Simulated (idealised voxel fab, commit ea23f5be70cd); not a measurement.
Module name: voxel wiring stack (process module)
Xsec cut, 285 nm wide, square cell size 5 nm.
We lay out every cross-section as a grid of square cells and spell it out in bands from the top down, where one band means one or more rows of cells. Heights first: top, then bottom, in nm. Then materials, left to right, each with a width in nm. "throughout" on a single material: fills the band edge to edge. "air": empty space. Below 0: as-received wafer, all one material; heights counted from there. Lowest band: no bottom, goes on down, written "0 and below". The width entry "30->40" should be interpreted row by row: the top row of cells in the band takes the first number, the bottom row takes the second number, and the change between adjacent rows is uniform throughout. Where a step carries "nothing was modified", the cross-section came out of it unchanged, cell for cell. Basically, "Closed cavity list" tells you about the enclosed voids: empty spaces with no open way to the top, 8 cells or bigger, each written width x height at distance, where distance is from the left edge, all in nm. On a step's line, text after the settings is the simulator commenting on that step. overlay nm: right-of-plan distance of the mask on a masked step; negative values mean left-of-plan.
INTENDED PROCESS STEPS
| 1 | RECEIVE (material Si) |
| 2 | CONFORMAL_DEP (material SiO2; thk nm 10) |
| 3 | CONFORMAL_DEP (material SiN; thk nm 5) |
| 4 | DIRECTIONAL_DEP (material lowk; thk nm 25) |
| 5 | MASKED_ETCH (tone open; mask id METAL_1; width nm 25; pitch nm 55; etch materials lowk; depth nm 25; overlay nm 0) |
| 6 | MASKED_ETCH (tone open; mask id METAL_1; width nm 25; pitch nm 55; etch materials SiN; depth nm 5; overlay nm 0) |
| 7 | CONFORMAL_DEP (material TiN; thk nm 5) |
| 8 | FILL_DEP (material Cu; thk nm 5) |
| 9 | CMP (height nm 40) |
| 10 | CONFORMAL_DEP (material SiCN; thk nm 5) |
| 11 | DIRECTIONAL_DEP (material SiO2; thk nm 25) |
| 12 | DIRECTIONAL_DEP (material aC; thk nm 10) |
| 13 | PATTERN (tone open; mask id METAL_2_HOLES; material resist; width nm 15; thk nm 30; overlay nm 0) |
| 14 | DIRECTIONAL_ETCH (etch materials aC; depth nm 10) |
| 15 | STRIP (etch materials resist) |
| 16 | DIRECTIONAL_ETCH (etch materials SiO2; depth nm 25) |
| 17 | STRIP (etch materials aC) |
| 18 | MASKED_ETCH (tone open; mask id METAL_2; width nm 25; pitch nm 55; etch materials SiO2; depth nm 15; overlay nm 0) |
| 19 | MASKED_ETCH (tone open; mask id METAL_2; width nm 25; pitch nm 55; etch materials SiCN; depth nm 5; overlay nm 0) |
| 20 | CONFORMAL_DEP (material TiN; thk nm 5) |
| 21 | FILL_DEP (material Cu; thk nm 5) |
| 22 | CMP (height nm 70) |
| 23 | CONFORMAL_DEP (material SiCN; thk nm 5) |
| 24 | DIRECTIONAL_DEP (material SiO2; thk nm 30) |
| 25 | MASKED_ETCH (tone open; mask id METAL_3; width nm 25; pitch nm 55; etch materials SiO2; depth nm 20; overlay nm 0) |
| 26 | DIRECTIONAL_DEP (material aC; thk nm 10) |
| 27 | PATTERN (tone open; mask id METAL_3_HOLES; material resist; width nm 15; pitch nm 55; thk nm 25; overlay nm 0) |
| 28 | DIRECTIONAL_ETCH (etch materials aC; depth nm 10) |
| 29 | STRIP (etch materials resist) |
| 30 | DIRECTIONAL_ETCH (etch materials SiO2; depth nm 10) |
| 31 | DIRECTIONAL_ETCH (etch materials SiCN; depth nm 5) |
| 32 | STRIP (etch materials aC) |
| 33 | CONFORMAL_DEP (material TiN; thk nm 5) |
| 34 | FILL_DEP (material Cu; thk nm 5) |
| 35 | CMP (height nm 105) |
| 36 | CONFORMAL_DEP (material SiCN; thk nm 5) |
| 37 | DIRECTIONAL_DEP (material SiO2; thk nm 25) |
| 38 | PATTERN (tone open; mask id METAL_4_HOLES; material resist; width nm 15; pitch nm 55; thk nm 20; overlay nm 0) |
| 39 | DIRECTIONAL_ETCH (etch materials SiO2; depth nm 25) |
| 40 | STRIP (etch materials resist) |
| 41 | PATTERN (tone open; mask id METAL_4; material resist; width nm 25; pitch nm 55; thk nm 20; overlay nm 0) |
| 42 | DIRECTIONAL_ETCH (etch materials SiO2; depth nm 15) |
| 43 | DIRECTIONAL_ETCH (etch materials SiCN; depth nm 5) |
| 44 | STRIP (etch materials resist) |
| 45 | CONFORMAL_DEP (material TiN; thk nm 5) |
| 46 | FILL_DEP (material Cu; thk nm 10) |
| 47 | CMP (height nm 135) |
| 48 | CONFORMAL_DEP (material SiN; thk nm 5) |
RECEIVED-STATE CROSS-SECTION, REFLECTING COMPLETION OF STEP 1
> 0 and below = Si throughout
> Closed cavity list: none
FIGURE: CROSS-SECTIONAL VIEW OF THE WAFER UPON COMPLETION OF THE MODULE, PROCESSED FROM THE INITIAL STATE AND ACCORDING TO THE PLAN DEPICTED ABOVE, WITH ONE ERROR INTRODUCED DURING EXECUTION
> 140 down to 135 = SiN throughout
> 135 down to 125 = SiO2 100 nm; TiN 5 nm; Cu 15 nm; TiN 5 nm; SiO2 30 nm; TiN 5 nm; Cu 15 nm; TiN 5 nm; SiO2 105 nm
> 125 down to 120 = SiO2 100 nm; TiN 5 nm; Cu 5 nm; TiN 15 nm; SiO2 30 nm; TiN 5 nm; Cu 5 nm; TiN 15 nm; SiO2 105 nm
> 120 down to 110 = SiO2 100 nm; TiN 5 nm; Cu 5 nm; TiN 5 nm; SiO2 40 nm; TiN 5 nm; Cu 5 nm; TiN 5 nm; SiO2 115 nm
> 110 down to 105 = SiCN 100 nm; TiN 15 nm; SiCN 40 nm; TiN 15 nm; SiCN 115 nm
> 105 down to 90 = SiO2 100 nm; TiN 5 nm; Cu 15 nm; TiN 5 nm; SiO2 30 nm; TiN 5 nm; Cu 15 nm; TiN 5 nm; SiO2 105 nm
> 90 down to 85 = SiO2 100 nm; TiN 5 nm; Cu 5 nm; TiN 15 nm; SiO2 30 nm; TiN 5 nm; Cu 5 nm; TiN 15 nm; SiO2 105 nm
> 85 down to 75 = SiO2 100 nm; TiN 5 nm; Cu 5 nm; TiN 5 nm; SiO2 40 nm; TiN 5 nm; Cu 5 nm; TiN 5 nm; SiO2 115 nm
> 75 down to 70 = SiCN 100 nm; TiN 15 nm; SiCN 40 nm; TiN 15 nm; SiCN 115 nm
> 70 down to 60 = SiO2 100 nm; TiN 5 nm; Cu 5 nm; TiN 5 nm; SiO2 170 nm
> 60 down to 55 = SiO2 100 nm; TiN 15 nm; SiO2 170 nm
> 55 down to 45 = SiO2 throughout
> 45 down to 40 = SiCN throughout
> 40 down to 15 = lowk 100 nm; TiN 5 nm; Cu 15 nm; TiN 5 nm; lowk 30 nm; TiN 5 nm; Cu 15 nm; TiN 5 nm; lowk 105 nm
> 15 down to 10 = SiN 100 nm; TiN 25 nm; SiN 30 nm; TiN 25 nm; SiN 105 nm
> 10 down to 0 = SiO2 throughout
> 0 and below = Si throughout
> Closed cavity list: none
Nonconformance to the process plan: yeah, plan step 11 got run twice
